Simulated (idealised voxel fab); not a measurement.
process module | voxel local oxidation
cross-section cut | 245 nm wide | cells 5 nm
A cross-section is a grid of square cells, given in bands from the top down. A band is one or more rows of cells.
Each band's line starts with the height of the band's top and of its bottom, in nm. Then come its materials from left to right, each with its width in nm. One material with "throughout" fills the band from edge to edge. "air" is empty space.
Height 0 is the level under which the wafer as received is all one material. The lowest band goes on downwards, as in "0 down".
A width such as "30 to 40" changes by the same amount from each row of cells to the next, from the band's top row to its bottom row.
"no change" after a step means that no cell of the cross-section changed.
closed voids: empty space of 8 cells or more with no open way to the top, each as width x height at its distance from the left edge, in nm
after a step's settings: what the simulator itself notes on the step
overlay nm, on a step with a mask: how far to the right of its planned place the mask lay; to the left if negative
plan
1 op RECEIVE | material Si
2 op OXIDIZE | depth nm 5
3 op CONFORMAL_DEP | material SiN | thk nm 15
4 op DIRECTIONAL_DEP | material aC | thk nm 15
5 op PATTERN | tone cover | mask id ACTIVE | material resist | width nm 105 | thk nm 30 | overlay nm 0
6 op DIRECTIONAL_ETCH | etch materials aC | depth nm 15
7 op STRIP | etch materials resist
8 op DIRECTIONAL_ETCH | etch materials SiN | depth nm 15
9 op STRIP | etch materials aC
10 op SELECTIVE_ETCH | etch materials SiO2 | depth nm 5
11 op OXIDIZE | depth nm 15
12 op STRIP | etch materials SiN
as received, after step 1
  0 down: Si throughout
  closed voids: none
first wafer at the end, as planned
  0 to -5: air 75 | SiO2 95 | air 75
  -5 to -20: SiO2 90 | Si 65 | SiO2 90
  -20 down: Si throughout
  closed voids: none
second wafer at the end: like start, like plan, one mistake
  0 to -5: air 70 | SiO2 95 | air 80
  -5 to -20: SiO2 85 | Si 65 | SiO2 95
  -20 down: Si throughout
  closed voids: none
what went wrong: step 5 ran as: op PATTERN | tone cover | mask id ACTIVE | material resist | width nm 105 | thk nm 30 | overlay nm -5
at the end the second wafer has, in cells: as many of each material as the first, in other places
